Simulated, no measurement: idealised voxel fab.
Title: Process Module voxel plated lines
It is cross-section cut that appears here, measuring 270 nm in width, its square cells being 5 nm in size.
Heads up, the way a cross-section reads in here is a grid of square cells, handed over as bands from the top down, with every band being one or more rows of cells.
What a band's entry tells you: where the top is and where the bottom is, as heights in nm, and after that what lies inside, material by material from left to right, each with its width in nm. Empty space is written as the word "air", and a single material marked with the word "all across" occupies the band from edge to edge.
We count height from 0. Below that, the starting wafer is all one material. The lowest band never ends at the bottom but goes on down; see "0 and below" for how that is written.
It should be noted that a width expressed as "30..40" varies in equal increments from row to row of cells within the band, taking the value of the first number at the top row and that of the second number at the bottom row.
It should be understood that the words "remains unaltered", when stated for a given step, signify that the cross-section underwent no change in any of its cells during that step.
"Fully sealed voids" lists enclosed empty spaces (at least 8 cells, no open path upward to the top), each as width x height at distance from the left edge, in nm.
Past the settings on a step's line: simulator remark, on that step.
overlay nm: mask right of planned place by this much (step with mask). Neg. = left.

Process steps (planned)
| 1 | RECEIVE | material Si |
| 2 | CONFORMAL_DEP | material SiN | thk nm 5 |
| 3 | DIRECTIONAL_DEP | material TiN | thk nm 5 |
| 4 | PATTERN | tone open | mask id LINES | material resist | width nm 20 | pitch nm 40 | thk nm 20 | overlay nm 0 |
| 5 | EPI | material Ru | thk nm 5 |
| 6 | STRIP | etch materials resist |
| 7 | DIRECTIONAL_ETCH | etch materials TiN | depth nm 5 |
| 8 | CONFORMAL_DEP | material SiCN | thk nm 5 |

Cross-section, incoming material, after step 1
0 and below: Si all across
Fully sealed voids: none

Cross-section: first of two wafers, module finished, run according to plan
20 down to 15: air 100 nm | SiCN 30 nm | air 10 nm | SiCN 30 nm | air 100 nm
15 down to 10: air 100 nm | SiCN 5 nm | Ru 20 nm | SiCN 5 nm | air 10 nm | SiCN 5 nm | Ru 20 nm | SiCN 5 nm | air 100 nm
10 down to 5: SiCN 105 nm | TiN 20 nm | SiCN 20 nm | TiN 20 nm | SiCN 105 nm
5 down to 0: SiN all across
0 and below: Si all across
Fully sealed voids: none

The second wafer, shown in cross-section after the module: started the same way as the first and given the same plan, yet one mistake crept into how it was run
30 down to 25: air 100 nm | SiCN 30 nm | air 10 nm | SiCN 30 nm | air 100 nm
25 down to 20: air 100 nm | SiCN 5 nm | Ru 20 nm | SiCN 5 nm | air 10 nm | SiCN 5 nm | Ru 20 nm | SiCN 5 nm | air 100 nm
20 down to 15: SiCN 105 nm | TiN 20 nm | SiCN 20 nm | TiN 20 nm | SiCN 105 nm
15 down to 5: TiN all across
5 down to 0: SiN all across
0 and below: Si all across
Fully sealed voids: none
Heads up, the wafer didn't run the way we planned it: heads up, step 3 didn't go per plan, it actually ran as DIRECTIONAL_DEP | material TiN | thk nm 15
at the end the second wafer has, in cells: TiN: 108 more
